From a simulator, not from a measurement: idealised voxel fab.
Process module under the name voxel gate over fins
Cross-sectional view cut (width: 200 nm; square cell size: 5 nm).
When this document writes out a cross-section, it uses a grid of square cells and lists it as bands, beginning at the top and moving down, with a band standing for one or more rows of cells.
Per band: top height and bottom height in nm, followed by the left-to-right materials and their widths in nm; "throughout" marks a single material spanning edge to edge, "blank" marks empty space.
It should be noted that heights are counted from 0, beneath which the wafer as supplied is of one material throughout, and that the lowest band possesses no lower boundary but continues downward, as written in "0 and below".
Think of "30->40" as a width that walks from the first number to the second as you go down the band, top row to bottom row, taking equal-sized steps from row to row.
Step marked "nothing different"? Then no cell in the cross-section changed in it.
"Voids, enclosed" means: voids of 8 cells or more that are shut off from the top with no open way through. Written width x height at distance, distance from the left edge, in nm.
Read whatever lies past the settings on a step's line as the simulator's own remark about the step.
The line of a step may include "overlay nm". On a step with a mask, this value is how far to the right of its planned place the mask lay. A negative value means the mask lay to the left.
Planned step list for the process:
1. op RECEIVE | material Si
2. op CONFORMAL_DEP | material SiN | thk nm 10
3. op PATTERN | tone cover | mask id FINS | material resist | width nm 15 | pitch nm 35 | thk nm 15 | overlay nm 0
4. op DIRECTIONAL_ETCH | etch materials SiN | depth nm 10
5. op DIRECTIONAL_ETCH | etch materials Si | depth nm 40
6. op STRIP | etch materials resist
7. op OXIDIZE | depth nm 5
8. op FILL_DEP | material SiO2 | thk nm 5
9. op CMP | height nm 10
10. op SELECTIVE_ETCH | etch materials SiO2 | depth nm 20
11. op STRIP | etch materials SiN
12. op CONFORMAL_DEP | material HfO2 | thk nm 5
13. op CONFORMAL_DEP | material TiN | thk nm 5
14. op FILL_DEP | material W | thk nm 15
15. op CMP | height nm 20
16. op CONFORMAL_DEP | material SiCN | thk nm 10
Cross-section of the wafer upon arrival, representing the state reached after step 1:
0 and below: Si throughout
Voids, enclosed: none
Module complete, cross-section. Starting point and plan per above. One mistake made in running the module:
30 down to 20: SiCN throughout
20 down to 10: W throughout
10 down to 5: W (70) | TiN (25) | W (10) | TiN (25) | W (70)
5 down to 0: W (70) | TiN (5) | HfO2 (15) | TiN (5) | W (10) | TiN (5) | HfO2 (15) | TiN (5) | W (70)
0 down to -20: W (70) | TiN (5) | HfO2 (5) | Si (5) | HfO2 (5) | TiN (5) | W (10) | TiN (5) | HfO2 (5) | Si (5) | HfO2 (5) | TiN (5) | W (70)
-20 down to -25: TiN (75) | HfO2 (5) | Si (5) | HfO2 (5) | TiN (20) | HfO2 (5) | Si (5) | HfO2 (5) | TiN (75)
-25 down to -30: HfO2 (80) | Si (5) | HfO2 (30) | Si (5) | HfO2 (80)
-30 down to -45: SiO2 (80) | Si (5) | SiO2 (30) | Si (5) | SiO2 (80)
-45 and below: Si throughout
Voids, enclosed: none
Deviation from plan: regarding the plan, step 10 was run twice
